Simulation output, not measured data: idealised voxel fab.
Presented below is a process module, voxel self aligned vias.
Cross-sectional view cut (width: 180 nm; square cell size: 5 nm).
Notation: cross-section as square-cell grid; stated in bands, top first, going down; one or more cell rows per band.
In this notation a band is specified by the heights of its top and bottom, in that order and in nm, after which its materials appear from left to right, each paired with its width in nm. The word "edge to edge" attached to a single material means that material fills the band from edge to edge; the word "air" stands for empty space.
Note: height 0 marks the level under which the wafer is uniformly one material as received. Lowest band unbounded below, written "0 and below".
When a width is written as two numbers, as in "30->40", the first number is the width in the top row of cells of the band and the second is the width in its bottom row, and the width changes by the same amount from each row to the next.
It should be understood that the words "all unchanged", when stated for a given step, signify that the cross-section underwent no change in any of its cells during that step.
This entry, "Closed empty spaces", enumerates those empty regions of no fewer than 8 cells that possess no open connection to the top. Each region is reported in the form width x height at distance, the distance being taken from the left edge, with all three quantities expressed in nm.
That trailing text on a step's line, after the settings, is the simulator's own remark on the step.
overlay nm: on a step with a mask, how far right of its planned place the mask lay; negative means left.
**Below is the list of planned process steps**
1,RECEIVE,material Si
2,CONFORMAL_DEP,material SiO2,thk nm 15
3,CONFORMAL_DEP,material SiCN,thk nm 5
4,DIRECTIONAL_DEP,material SiO2,thk nm 25
5,PATTERN,tone open,mask id LINES,material resist,width nm 15,pitch nm 70,thk nm 20,overlay nm 0
6,DIRECTIONAL_ETCH,etch materials SiO2,depth nm 25
7,STRIP,etch materials resist
8,CONFORMAL_DEP,material TiN,thk nm 5
9,FILL_DEP,material Ru,thk nm 5
10,CMP,height nm 45
11,SELECTIVE_ETCH,etch materials W Ru TiN,depth nm 5
12,FILL_DEP,material SiN,thk nm 5
13,CMP,height nm 45
14,DIRECTIONAL_DEP,material SiO2,thk nm 15
15,PATTERN,tone open,mask id VIAS,material resist,width nm 40,pitch nm 70,thk nm 20,overlay nm 0
16,DIRECTIONAL_ETCH,etch materials SiO2,depth nm 15
17,DIRECTIONAL_ETCH,etch materials SiN,depth nm 5
18,STRIP,etch materials resist
19,CONFORMAL_DEP,material TiN,thk nm 5
20,FILL_DEP,material Cu,thk nm 10
21,CMP,height nm 60
22,CONFORMAL_DEP,material SiN,thk nm 5
Same starting wafers, different width nm at step 5. Plan value belongs to the first wafer.
**As-received state after step 1, first of several wafers, cross-section**
  0 and below | Si edge to edge
  Closed empty spaces: none
**Below is a per-wafer table. In it, each row describes the wafer at the end of the module by giving, for each material, the number of cells gained (+) or lost (-) since the wafer was received, and after that the closed voids of the wafer**
width nm 15, +26 Cu, +6 Ru, +36 SiCN, +36 SiN, +318 SiO2, +46 TiN, Closed empty spaces: none
width nm 20, +28 Cu, +12 Ru, +36 SiCN, +36 SiN, +308 SiO2, +48 TiN, Closed empty spaces: none
width nm 25, +30 Cu, +18 Ru, +36 SiCN, +36 SiN, +298 SiO2, +50 TiN, Closed empty spaces: none
width nm 30, +32 Cu, +24 Ru, +36 SiCN, +36 SiN, +288 SiO2, +52 TiN, Closed empty spaces: none
width nm 35, +34 Cu, +30 Ru, +36 SiCN, +36 SiN, +278 SiO2, +54 TiN, Closed empty spaces: none
